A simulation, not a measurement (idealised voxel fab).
Process module, titled voxel self aligned vias
The figure presents cross-section cut, which has a width of 290 nm and is divided into square cells with an edge length of 5 nm.
Each cross-section below is a grid of square cells, stated as bands in top-down order, with one or more rows of cells making up each band.
What a band's entry tells you: where the top is and where the bottom is, as heights in nm, and after that what lies inside, material by material from left to right, each with its width in nm. Empty space is written as the word "blank", and a single material marked with the word "everywhere" occupies the band from edge to edge.
Note: height 0 marks the level under which the wafer is uniformly one material as received. Lowest band unbounded below, written "top 0, no bottom".
Per-row width for "30 to 40": begins at first number (top row of band), ends at second number (bottom row), increment between rows held constant.
A step reported as "stayed the same" is a step in which no cell of the cross-section changed.
In the "Encapsulated voids" entry, you get each enclosed empty space of 8 cells or more, one with no open way to the top, written width x height at distance, distance from the left edge, in nm.
Note: text after step settings on the step line = simulator remark on that step.
The line of a step may include "overlay nm". On a step with a mask, this value is how far to the right of its planned place the mask lay. A negative value means the mask lay to the left.
[The process steps that were planned are listed below]
| 1 | op RECEIVE | material Si |
| 2 | op CONFORMAL_DEP | material SiO2 | thk nm 15 |
| 3 | op CONFORMAL_DEP | material SiCN | thk nm 5 |
| 4 | op DIRECTIONAL_DEP | material SiO2 | thk nm 30 |
| 5 | op DIRECTIONAL_DEP | material aC | thk nm 15 |
| 6 | op PATTERN | tone open | mask id LINES | material resist | width nm 30 | pitch nm 70 | thk nm 30 | overlay nm 0 |
| 7 | op DIRECTIONAL_ETCH | etch materials aC | depth nm 15 |
| 8 | op STRIP | etch materials resist |
| 9 | op DIRECTIONAL_ETCH | etch materials SiO2 | depth nm 30 |
| 10 | op STRIP | etch materials aC |
| 11 | op CONFORMAL_DEP | material TiN | thk nm 5 |
| 12 | op FILL_DEP | material W | thk nm 10 |
| 13 | op CMP | height nm 50 |
| 14 | op SELECTIVE_ETCH | etch materials W Ru TiN | depth nm 10 |
| 15 | op FILL_DEP | material SiN | thk nm 5 |
| 16 | op CMP | height nm 50 |
| 17 | op DIRECTIONAL_DEP | material SiO2 | thk nm 15 |
| 18 | op DIRECTIONAL_DEP | material aC | thk nm 15 |
| 19 | op PATTERN | tone open | mask id VIAS | material resist | width nm 50 | pitch nm 70 | thk nm 30 | overlay nm 0 |
| 20 | op DIRECTIONAL_ETCH | etch materials aC | depth nm 15 |
| 21 | op STRIP | etch materials resist |
| 22 | op DIRECTIONAL_ETCH | etch materials SiO2 | depth nm 15 |
| 23 | op DIRECTIONAL_ETCH | etch materials SiN | depth nm 10 |
| 24 | op STRIP | etch materials aC |
| 25 | op CONFORMAL_DEP | material TiN | thk nm 5 |
| 26 | op FILL_DEP | material W | thk nm 5 |
| 27 | op CMP | height nm 65 |
| 28 | op CONFORMAL_DEP | material SiCN | thk nm 5 |
[Incoming wafer, cross-sectional view, post step 1]
> top 0, no bottom = Si everywhere
> Encapsulated voids: none
[Starting wafer: above. Plan: above. Run: one mistake. Cross-section after the module: below]
> top 70, bottom 65 = SiCN everywhere
> top 65, bottom 50 = SiO2 85  TiN 5  W 40  TiN 5  SiO2 20  TiN 5  W 40  TiN 5  SiO2 85
> top 50, bottom 45 = SiN 85  TiN 15  W 20  TiN 15  SiN 20  TiN 15  W 20  TiN 15  SiN 85
> top 45, bottom 40 = SiO2 95  TiN 30  SiO2 40  TiN 30  SiO2 95
> top 40, bottom 20 = SiO2 95  TiN 5  W 20  TiN 5  SiO2 40  TiN 5  W 20  TiN 5  SiO2 95
> top 20, bottom 15 = SiO2 95  TiN 30  SiO2 40  TiN 30  SiO2 95
> top 15, bottom 0 = SiO2 everywhere
> top 0, no bottom = Si everywhere
> Encapsulated voids: none
What was done differently from what was planned? step 3 of the plan did not run at all; it was left out
